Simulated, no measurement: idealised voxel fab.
Process module in this document: voxel spacer lines
Cross-section cut spans 200 nm and uses square cells 5 nm in size.
Square cells in a grid make up a cross-section in this document, and the grid is given as bands, listed from the top down, each one or more rows of cells. The band entry comprises the height of the band's top followed by the height of its bottom, expressed in nm, and subsequently the band's materials from left to right, each stated together with its width in nm. Where a single material is marked with the word "full width", that material fills the band from edge to edge. The word "empty" represents empty space. Heights are expressed relative to 0, this being the level below which the as-received wafer comprises one material exclusively. The lowest band is unbounded in the downward direction and is denoted as in "top 0, no bottom". Top row gets the first number, bottom row gets the second, and each row in between changes by the same step: that is how a band width like "30->40" works. "nothing altered" (step): cross-section cells unchanged, all of them. Listed in "Closed void register": every empty space of 8 or more cells without an open way to the top. Form: width x height at distance, the distance being from the left edge, all in nm. Note: text after step settings on the step line = simulator remark on that step. overlay nm: on a step with a mask, how far right of its planned place the mask lay; negative means left.

### The planned process steps are enumerated hereunder
1: RECEIVE | material Si
2: CONFORMAL_DEP | material Al2O3 | thk nm 5
3: DIRECTIONAL_DEP | material TiN | thk nm 15
4: DIRECTIONAL_DEP | material aC | thk nm 25
5: PATTERN | tone cover | mask id MANDREL | material resist | width nm 20 | pitch nm 60 | thk nm 35 | overlay nm 0
6: DIRECTIONAL_ETCH | etch materials aC | depth nm 25
7: STRIP | etch materials resist
8: CONFORMAL_DEP | material SiO2 | thk nm 10
9: DIRECTIONAL_ETCH | etch materials SiO2 | depth nm 10
10: STRIP | etch materials aC
11: DIRECTIONAL_ETCH | etch materials TiN | depth nm 15
12: STRIP | etch materials SiO2
13: FILL_DEP | material lowk | thk nm 5
14: CMP | height nm 20

### Shown in cross-section is the wafer as received, that is, as it stands after step 1
* top 0, no bottom  Si full width
* Closed void register: none

### first wafer at the end, as planned
* top 20, bottom 5  50 lowk; 10 TiN; 20 lowk; 10 TiN; 20 lowk; 10 TiN; 20 lowk; 10 TiN; 50 lowk
* top 5, bottom 0  Al2O3 full width
* top 0, no bottom  Si full width
* Closed void register: none

### End-of-module cross-section of the second wafer: identical starting point and process plan to the first, with one processing mistake
* top 20, bottom 5  45 lowk; 10 TiN; 30 lowk; 10 TiN; 10 lowk; 10 TiN; 30 lowk; 10 TiN; 45 lowk
* top 5, bottom 0  Al2O3 full width
* top 0, no bottom  Si full width
* Closed void register: none
Where did the run depart from the plan? step 5 was processed under conditions differing from the plan, specifically as PATTERN | tone cover | mask id MANDREL | material resist | width nm 30 | pitch nm 60 | thk nm 35 | overlay nm 0
Matching per-material cell counts, mismatched positions: that is how the second wafer compares with the first at the end.
